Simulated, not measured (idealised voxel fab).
This is a process module. Its name is voxel transistor to metal.
We display cut, a cross-section 210 nm in width whose square cells are each 5 nm.
Throughout this document, each cross-section is represented as a grid of square cells and is presented as a sequence of bands enumerated from the top downward, where a band comprises one or more rows of cells. Quick guide to a band line: top height, bottom height (nm) up front; then every material left to right with its width in nm. Only one material and it's marked "full width"? Then it fills the band edge to edge. And "blank" just means empty space. Heads up on the height convention: 0 is the point under which the incoming wafer is all one material, and the lowest band has no bottom, it just keeps going down, like "0 and below". When a width is written as two numbers, as in "30->40", the first number is the width in the top row of cells of the band and the second is the width in its bottom row, and the width changes by the same amount from each row to the next. "no modification" (step): cross-section cells unchanged, all of them. "Closed internal cavities" specifies each empty space that is not open to the top and that occupies no fewer than 8 cells, using the form width x height at distance, the distance measured from the left edge and all three quantities in nm. That trailing text on a step's line, after the settings, is the simulator's own remark on the step. "overlay nm" answers the question of how far to the right of plan the mask lay on a step that has a mask, and when it is negative the answer is to the left.
### Intended process steps
step 1: RECEIVE (material Si)
step 2: CONFORMAL_DEP (material SiO2; thk nm 5)
step 3: CONFORMAL_DEP (material SiN; thk nm 15)
step 4: MASKED_ETCH (tone cover; mask id ACTIVE; width nm 120; etch materials SiN; depth nm 15; overlay nm 0)
step 5: MASKED_ETCH (tone cover; mask id ACTIVE; width nm 120; etch materials SiO2; depth nm 5; overlay nm 0)
step 6: MASKED_ETCH (tone cover; mask id ACTIVE; width nm 120; etch materials Si; depth nm 35; overlay nm 0)
step 7: FILL_DEP (material SiO2; thk nm 10)
step 8: CMP (height nm 20)
step 9: SELECTIVE_ETCH (etch materials SiO2; depth nm 5)
step 10: STRIP (etch materials SiN)
step 11: SELECTIVE_ETCH (etch materials SiO2; depth nm 5)
step 12: OXIDIZE (depth nm 5)
step 13: DIRECTIONAL_DEP (material polySi; thk nm 25)
step 14: DIRECTIONAL_DEP (material SiCN; thk nm 15)
step 15: MASKED_ETCH (tone cover; mask id GATE; width nm 30; etch materials SiCN; depth nm 25; overlay nm 0)
step 16: MASKED_ETCH (tone cover; mask id GATE; width nm 30; etch materials polySi; depth nm 35; overlay nm 0)
step 17: CONFORMAL_DEP (material SiN; thk nm 10)
step 18: DIRECTIONAL_ETCH (etch materials SiN; depth nm 10)
step 19: DIRECTIONAL_ETCH (etch materials SiO2; depth nm 5)
step 20: EPI (material SiGe; thk nm 5)
step 21: FILL_DEP (material SiO2; thk nm 10)
step 22: CMP (height nm 25)
step 23: STRIP (etch materials polySi)
step 24: SELECTIVE_ETCH (etch materials SiO2; depth nm 5)
step 25: CONFORMAL_DEP (material HfO2; thk nm 5)
step 26: CONFORMAL_DEP (material TiN; thk nm 5)
step 27: FILL_DEP (material W; thk nm 10)
step 28: CMP (height nm 20)
step 29: DIRECTIONAL_DEP (material SiO2; thk nm 15)
step 30: PATTERN (tone open; mask id CONTACT; material resist; width nm 15; pitch nm 85; thk nm 15; overlay nm 0)
step 31: DIRECTIONAL_ETCH (etch materials SiO2; depth nm 35)
step 32: STRIP (etch materials resist)
step 33: CONFORMAL_DEP (material TiN; thk nm 5)
step 34: FILL_DEP (material W; thk nm 5)
step 35: CMP (height nm 35)
step 36: CONFORMAL_DEP (material SiCN; thk nm 5)
step 37: DIRECTIONAL_DEP (material SiO2; thk nm 15)
step 38: MASKED_ETCH (tone open; mask id METAL_1; width nm 15; pitch nm 85; etch materials SiO2; depth nm 15; overlay nm 0)
step 39: MASKED_ETCH (tone open; mask id METAL_1; width nm 15; pitch nm 85; etch materials SiCN; depth nm 5; overlay nm 0)
step 40: CONFORMAL_DEP (material TiN; thk nm 5)
step 41: FILL_DEP (material Cu; thk nm 10)
step 42: CMP (height nm 55)
step 43: CONFORMAL_DEP (material SiCN; thk nm 5)
step 44: DIRECTIONAL_DEP (material SiO2; thk nm 30)
step 45: DIRECTIONAL_DEP (material aC; thk nm 15)
step 46: PATTERN (tone open; mask id METAL_2; material resist; width nm 15; pitch nm 85; thk nm 35; overlay nm 0)
step 47: DIRECTIONAL_ETCH (etch materials aC; depth nm 15)
step 48: STRIP (etch materials resist)
step 49: DIRECTIONAL_ETCH (etch materials SiO2; depth nm 15)
step 50: STRIP (etch materials aC)
step 51: PATTERN (tone open; mask id METAL_2_HOLES; material resist; width nm 15; pitch nm 85; thk nm 20; overlay nm 0)
step 52: DIRECTIONAL_ETCH (etch materials SiO2; depth nm 15)
step 53: DIRECTIONAL_ETCH (etch materials SiCN; depth nm 5)
step 54: STRIP (etch materials resist)
step 55: CONFORMAL_DEP (material TiN; thk nm 5)
step 56: FILL_DEP (material Cu; thk nm 10)
step 57: CMP (height nm 90)
step 58: CONFORMAL_DEP (material SiN; thk nm 5)
### Cross-section: wafer on arrival = after step 1
* 0 and below: Si full width
* Closed internal cavities: none
### Wafer at module end, in section. Began as above, planned as above, run with one mistake
* 95 down to 90: SiN full width
* 90 down to 60: SiO2 55 nm | TiN 5 nm | Cu 5 nm | TiN 5 nm | SiO2 70 nm | TiN 5 nm | Cu 5 nm | TiN 5 nm | SiO2 55 nm
* 60 down to 55: SiCN 55 nm | TiN 15 nm | SiCN 70 nm | TiN 15 nm | SiCN 55 nm
* 55 down to 40: SiO2 55 nm | TiN 5 nm | Cu 5 nm | TiN 5 nm | SiO2 70 nm | TiN 5 nm | Cu 5 nm | TiN 5 nm | SiO2 55 nm
* 40 down to 35: SiCN 55 nm | TiN 15 nm | SiCN 70 nm | TiN 15 nm | SiCN 55 nm
* 35 down to 25: SiO2 55 nm | TiN 5 nm | W 5 nm | TiN 5 nm | SiO2 70 nm | TiN 5 nm | W 5 nm | TiN 5 nm | SiO2 55 nm
* 25 down to 20: SiO2 55 nm | TiN 15 nm | SiO2 70 nm | TiN 15 nm | SiO2 55 nm
* 20 down to 5: SiN 90 nm | HfO2 5 nm | TiN 5 nm | W 10 nm | TiN 5 nm | HfO2 5 nm | SiN 90 nm
* 5 down to 0: SiO2 40 nm | SiN 50 nm | HfO2 5 nm | TiN 20 nm | HfO2 5 nm | SiN 50 nm | SiO2 40 nm
* 0 down to -5: SiO2 50 nm | SiGe 30 nm | SiO2 5 nm | HfO2 40 nm | SiO2 5 nm | SiGe 30 nm | SiO2 50 nm
* -5 down to -35: SiO2 45 nm | Si 120 nm | SiO2 45 nm
* -35 and below: Si full width
* Closed internal cavities: none
Which mistake was made when the wafer was run? planned and actual differ for step 21; actual: FILL_DEP (material SiN; thk nm 10)
